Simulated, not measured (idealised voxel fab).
process module | voxel air gaps
cross-section cut | 170 nm wide | cells 5 nm
A cross-section is a grid of square cells, given in bands from the top down. A band is one or more rows of cells.
Each band's line starts with the height of the band's top and of its bottom, in nm. Then come its materials from left to right, each with its width in nm. One material with "throughout" fills the band from edge to edge. "air" is empty space.
Height 0 is the level under which the wafer as received is all one material. The lowest band goes on downwards, as in "0 down".
A width such as "30 to 40" changes by the same amount from each row of cells to the next, from the band's top row to its bottom row.
"no change" after a step means that no cell of the cross-section changed.
closed voids: empty space of 8 cells or more with no open way to the top, each as width x height at its distance from the left edge, in nm
after a step's settings: what the simulator itself notes on the step
overlay nm, on a step with a mask: how far to the right of its planned place the mask lay; to the left if negative
plan
1 op RECEIVE | material Si
2 op CONFORMAL_DEP | material SiO2 | thk nm 15
3 op CONFORMAL_DEP | material SiCN | thk nm 5
4 op DIRECTIONAL_DEP | material lowk | thk nm 25
5 op MASKED_ETCH | tone open | mask id LINES | width nm 20 | pitch nm 50 | etch materials lowk | depth nm 35 | overlay nm 0
6 op CONFORMAL_DEP | material TiN | thk nm 5
7 op FILL_DEP | material Ru | thk nm 5
8 op CMP | height nm 55
9 op EPI | material Ru | thk nm 10
10 op SELECTIVE_ETCH | etch materials lowk | depth nm 45
11 op CONFORMAL_DEP | material SiCN | thk nm 5
varied across the wafers: thk nm of step 4. The plan shows the first wafer's value. All wafers start alike
first wafer as received, after step 1
  0 down: Si throughout
  closed voids: none
each wafer at the end: cells of each material gained (+) or lost (-) since it was received, then its closed voids
thk nm 25 | +132 Ru | +68 SiCN | +102 SiO2 | +64 TiN | +110 lowk | closed voids: none
thk nm 30 | +104 Ru | +68 SiCN | +102 SiO2 | +70 TiN | +132 lowk | closed voids: none
thk nm 35 | +84 Ru | +146 SiCN | +102 SiO2 | +48 TiN | closed voids: 20 x 25 at 50; 20 x 25 at 100
